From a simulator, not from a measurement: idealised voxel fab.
This section sets out a process module, namely voxel self aligned vias.
In the cross-section labelled cut, the width is 300 nm and each square cell is 5 nm.
Square cells in a grid make up a cross-section in this document, and the grid is given as bands, listed from the top down, each one or more rows of cells.
The band entry comprises the height of the band's top followed by the height of its bottom, expressed in nm, and subsequently the band's materials from left to right, each stated together with its width in nm. Where a single material is marked with the word "all across", that material fills the band from edge to edge. The word "blank" represents empty space.
Heights are expressed relative to 0, this being the level below which the as-received wafer comprises one material exclusively. The lowest band is unbounded in the downward direction and is denoted as in "from 0 down".
Read "30..40" as a graded width: first number on top, second number at the bottom, same change between each pair of neighbouring rows.
"remained the same" for a step: no cell of the cross-section changed in that step.
Each empty space that has no open way to the top and spans at least 8 cells appears under "Cavities, sealed" as width x height at distance, the distance counted from the left edge, all in nm.
Where a step's line continues beyond its settings, the continuation is a remark by the simulator itself on that step.
The line of a step may include "overlay nm". On a step with a mask, this value is how far to the right of its planned place the mask lay. A negative value means the mask lay to the left.

-- Steps planned for the process
- 1: RECEIVE [material Si]
- 2: CONFORMAL_DEP [material SiO2] [thk nm 15]
- 3: CONFORMAL_DEP [material SiCN] [thk nm 5]
- 4: DIRECTIONAL_DEP [material SiO2] [thk nm 30]
- 5: MASKED_ETCH [tone open] [mask id LINES] [width nm 30] [pitch nm 55] [etch materials SiO2] [depth nm 30] [overlay nm 0]
- 6: CONFORMAL_DEP [material TiN] [thk nm 5]
- 7: FILL_DEP [material Ru] [thk nm 10]
- 8: CMP [height nm 50]
- 9: SELECTIVE_ETCH [etch materials W Ru TiN] [depth nm 10]
- 10: FILL_DEP [material SiN] [thk nm 5]
- 11: CMP [height nm 50]
- 12: DIRECTIONAL_DEP [material SiO2] [thk nm 15]
- 13: PATTERN [tone open] [mask id VIAS] [material resist] [width nm 40] [pitch nm 110] [thk nm 20] [overlay nm 0]
- 14: DIRECTIONAL_ETCH [etch materials SiO2] [depth nm 15]
- 15: DIRECTIONAL_ETCH [etch materials SiN] [depth nm 10]
- 16: STRIP [etch materials resist]
- 17: CONFORMAL_DEP [material TiN] [thk nm 5]
- 18: FILL_DEP [material Cu] [thk nm 5]
- 19: CMP [height nm 65]
- 20: CONFORMAL_DEP [material SiN] [thk nm 5]

-- Run as planned: first of two wafers

-- Shown in cross-section is the wafer as received, that is, as it stands after step 1
> from 0 down: Si all across
> Cavities, sealed: none

-- Sectional view: wafer, after step 2
> from 15 to 0: SiO2 all across
> Whatever lies below 0 is exactly as it was before.

-- Sectional view: wafer, after step 3
> from 20 to 15: SiCN all across
> Whatever lies below 15 is exactly as it was before.

-- Sectional view: wafer, after step 4
> from 50 to 20: SiO2 all across
> Whatever lies below 20 is exactly as it was before.

-- Sectional view: wafer, after step 5
> from 50 to 20: SiO2: 80 | blank: 30 | SiO2: 25 | blank: 30 | SiO2: 25 | blank: 30 | SiO2: 80
> Whatever lies below 20 is exactly as it was before.

-- Sectional view: wafer, after step 6
> from 55 to 50: TiN: 85 | blank: 20 | TiN: 35 | blank: 20 | TiN: 35 | blank: 20 | TiN: 85
> from 50 to 25: SiO2: 80 | TiN: 5 | blank: 20 | TiN: 5 | SiO2: 25 | TiN: 5 | blank: 20 | TiN: 5 | SiO2: 25 | TiN: 5 | blank: 20 | TiN: 5 | SiO2: 80
> from 25 to 20: SiO2: 80 | TiN: 30 | SiO2: 25 | TiN: 30 | SiO2: 25 | TiN: 30 | SiO2: 80
> Whatever lies below 20 is exactly as it was before.

-- Sectional view: wafer, after step 7
> from 65 to 55: Ru all across
> from 55 to 50: TiN: 85 | Ru: 20 | TiN: 35 | Ru: 20 | TiN: 35 | Ru: 20 | TiN: 85
> from 50 to 25: SiO2: 80 | TiN: 5 | Ru: 20 | TiN: 5 | SiO2: 25 | TiN: 5 | Ru: 20 | TiN: 5 | SiO2: 25 | TiN: 5 | Ru: 20 | TiN: 5 | SiO2: 80
> Whatever lies below 25 is exactly as it was before.

-- Sectional view: wafer, after step 8
> from 50 to 25: SiO2: 80 | TiN: 5 | Ru: 20 | TiN: 5 | SiO2: 25 | TiN: 5 | Ru: 20 | TiN: 5 | SiO2: 25 | TiN: 5 | Ru: 20 | TiN: 5 | SiO2: 80
> Whatever lies below 25 is exactly as it was before.

-- Sectional view: wafer, after step 9
> from 50 to 40: SiO2: 80 | blank: 30 | SiO2: 25 | blank: 30 | SiO2: 25 | blank: 30 | SiO2: 80
> Whatever lies below 40 is exactly as it was before.

-- Sectional view: wafer, after step 10
> from 55 to 50: SiN all across
> from 50 to 40: SiO2: 80 | SiN: 30 | SiO2: 25 | SiN: 30 | SiO2: 25 | SiN: 30 | SiO2: 80
> Whatever lies below 40 is exactly as it was before.

-- Sectional view: wafer, after step 11
> from 50 to 40: SiO2: 80 | SiN: 30 | SiO2: 25 | SiN: 30 | SiO2: 25 | SiN: 30 | SiO2: 80
> Whatever lies below 40 is exactly as it was before.

-- Sectional view: wafer, after step 12
> from 65 to 50: SiO2 all across
> Whatever lies below 50 is exactly as it was before.

-- Sectional view: wafer, after step 13
> from 85 to 65: resist: 75 | blank: 40 | resist: 70 | blank: 40 | resist: 75
> Whatever lies below 65 is exactly as it was before.

-- Sectional view: wafer, after step 14
> from 85 to 65: resist: 75 | blank: 40 | resist: 70 | blank: 40 | resist: 75
> from 65 to 50: SiO2: 75 | blank: 40 | SiO2: 70 | blank: 40 | SiO2: 75
> Whatever lies below 50 is exactly as it was before.

-- Sectional view: wafer, after step 15
> from 85 to 65: resist: 75 | blank: 40 | resist: 70 | blank: 40 | resist: 75
> from 65 to 50: SiO2: 75 | blank: 40 | SiO2: 70 | blank: 40 | SiO2: 75
> from 50 to 40: SiO2: 80 | blank: 30 | SiO2: 25 | SiN: 30 | SiO2: 25 | blank: 30 | SiO2: 80
> Whatever lies below 40 is exactly as it was before.

-- Sectional view: wafer, after step 16
> from 65 to 50: SiO2: 75 | blank: 40 | SiO2: 70 | blank: 40 | SiO2: 75
> Whatever lies below 50 is exactly as it was before.

-- Sectional view: wafer, after step 17
> from 70 to 65: TiN: 80 | blank: 30 | TiN: 80 | blank: 30 | TiN: 80
> from 65 to 55: SiO2: 75 | TiN: 5 | blank: 30 | TiN: 5 | SiO2: 70 | TiN: 5 | blank: 30 | TiN: 5 | SiO2: 75
> from 55 to 50: SiO2: 75 | TiN: 10 | blank: 20 | TiN: 10 | SiO2: 70 | TiN: 10 | blank: 20 | TiN: 10 | SiO2: 75
> from 50 to 45: SiO2: 80 | TiN: 5 | blank: 20 | TiN: 5 | SiO2: 25 | SiN: 30 | SiO2: 25 | TiN: 5 | blank: 20 | TiN: 5 | SiO2: 80
> from 45 to 40: SiO2: 80 | TiN: 30 | SiO2: 25 | SiN: 30 | SiO2: 25 | TiN: 30 | SiO2: 80
> Whatever lies below 40 is exactly as it was before.

-- Sectional view: wafer, after step 18
> from 75 to 70: Cu all across
> from 70 to 65: TiN: 80 | Cu: 30 | TiN: 80 | Cu: 30 | TiN: 80
> from 65 to 55: SiO2: 75 | TiN: 5 | Cu: 30 | TiN: 5 | SiO2: 70 | TiN: 5 | Cu: 30 | TiN: 5 | SiO2: 75
> from 55 to 50: SiO2: 75 | TiN: 10 | Cu: 20 | TiN: 10 | SiO2: 70 | TiN: 10 | Cu: 20 | TiN: 10 | SiO2: 75
> from 50 to 45: SiO2: 80 | TiN: 5 | Cu: 20 | TiN: 5 | SiO2: 25 | SiN: 30 | SiO2: 25 | TiN: 5 | Cu: 20 | TiN: 5 | SiO2: 80
> Whatever lies below 45 is exactly as it was before.

-- Sectional view: wafer, after step 19
> from 65 to 55: SiO2: 75 | TiN: 5 | Cu: 30 | TiN: 5 | SiO2: 70 | TiN: 5 | Cu: 30 | TiN: 5 | SiO2: 75
> Whatever lies below 55 is exactly as it was before.

-- Sectional view: wafer, after step 20
> from 70 to 65: SiN all across
> Whatever lies below 65 is exactly as it was before.

-- Notes, second wafer: start = first wafer's, plan = first wafer's, execution had one mistake; history identical to first through step 2

-- Second wafer shown in cross-section at the time step 3 was slated to end
> from 45 to 0: SiO2 all across
> Whatever lies below 0 is exactly as it was before.

-- Second wafer shown in cross-section at the time step 4 was slated to end
> from 50 to 45: SiCN all across
> Whatever lies below 45 is exactly as it was before.

Second wafer shown in cross-section at the time step 5 was slated to end: remained the same

-- Second wafer shown in cross-section at the time step 6 was slated to end
> from 55 to 50: TiN all across
> Whatever lies below 50 is exactly as it was before.

-- Second wafer shown in cross-section at the time step 7 was slated to end
> from 65 to 55: Ru all across
> Whatever lies below 55 is exactly as it was before.

-- Second wafer shown in cross-section at the time step 8 was slated to end
> from 50 to 45: SiCN all across
> Whatever lies below 45 is exactly as it was before.

Second wafer shown in cross-section at the time step 9 was slated to end: remained the same

-- Second wafer shown in cross-section at the time step 10 was slated to end
> from 55 to 50: SiN all across
> Whatever lies below 50 is exactly as it was before.

-- Second wafer shown in cross-section at the time step 11 was slated to end
> from 50 to 45: SiCN all across
> Whatever lies below 45 is exactly as it was before.

-- Second wafer shown in cross-section at the time step 12 was slated to end
> from 65 to 50: SiO2 all across
> Whatever lies below 50 is exactly as it was before.

-- Second wafer shown in cross-section at the time step 13 was slated to end
> from 85 to 65: resist: 75 | blank: 40 | resist: 70 | blank: 40 | resist: 75
> Whatever lies below 65 is exactly as it was before.

-- Second wafer shown in cross-section at the time step 14 was slated to end
> from 85 to 65: resist: 75 | blank: 40 | resist: 70 | blank: 40 | resist: 75
> from 65 to 50: SiO2: 75 | blank: 40 | SiO2: 70 | blank: 40 | SiO2: 75
> Whatever lies below 50 is exactly as it was before.

Second wafer shown in cross-section at the time step 15 was slated to end: remained the same

-- Second wafer shown in cross-section at the time step 16 was slated to end
> from 65 to 50: SiO2: 75 | blank: 40 | SiO2: 70 | blank: 40 | SiO2: 75
> Whatever lies below 50 is exactly as it was before.

-- Second wafer shown in cross-section at the time step 17 was slated to end
> from 70 to 65: TiN: 80 | blank: 30 | TiN: 80 | blank: 30 | TiN: 80
> from 65 to 55: SiO2: 75 | TiN: 5 | blank: 30 | TiN: 5 | SiO2: 70 | TiN: 5 | blank: 30 | TiN: 5 | SiO2: 75
> from 55 to 50: SiO2: 75 | TiN: 40 | SiO2: 70 | TiN: 40 | SiO2: 75
> Whatever lies below 50 is exactly as it was before.

-- Second wafer shown in cross-section at the time step 18 was slated to end
> from 75 to 70: Cu all across
> from 70 to 65: TiN: 80 | Cu: 30 | TiN: 80 | Cu: 30 | TiN: 80
> from 65 to 55: SiO2: 75 | TiN: 5 | Cu: 30 | TiN: 5 | SiO2: 70 | TiN: 5 | Cu: 30 | TiN: 5 | SiO2: 75
> Whatever lies below 55 is exactly as it was before.

-- Second wafer shown in cross-section at the time step 19 was slated to end
> from 65 to 55: SiO2: 75 | TiN: 5 | Cu: 30 | TiN: 5 | SiO2: 70 | TiN: 5 | Cu: 30 | TiN: 5 | SiO2: 75
> Whatever lies below 55 is exactly as it was before.

-- Second wafer shown in cross-section at the time step 20 was slated to end
> from 70 to 65: SiN all across
> Whatever lies below 65 is exactly as it was before.
Nonconformance to the process plan: it was found that steps 3 and 4 of the process plan had been performed in exchanged positions
Heads up, by the end the second wafer has more or fewer cells of some materials compared to the first: 16 fewer of Cu, 36 fewer of Ru, 12 fewer of SiN, 108 more of SiO2, 44 fewer of TiN
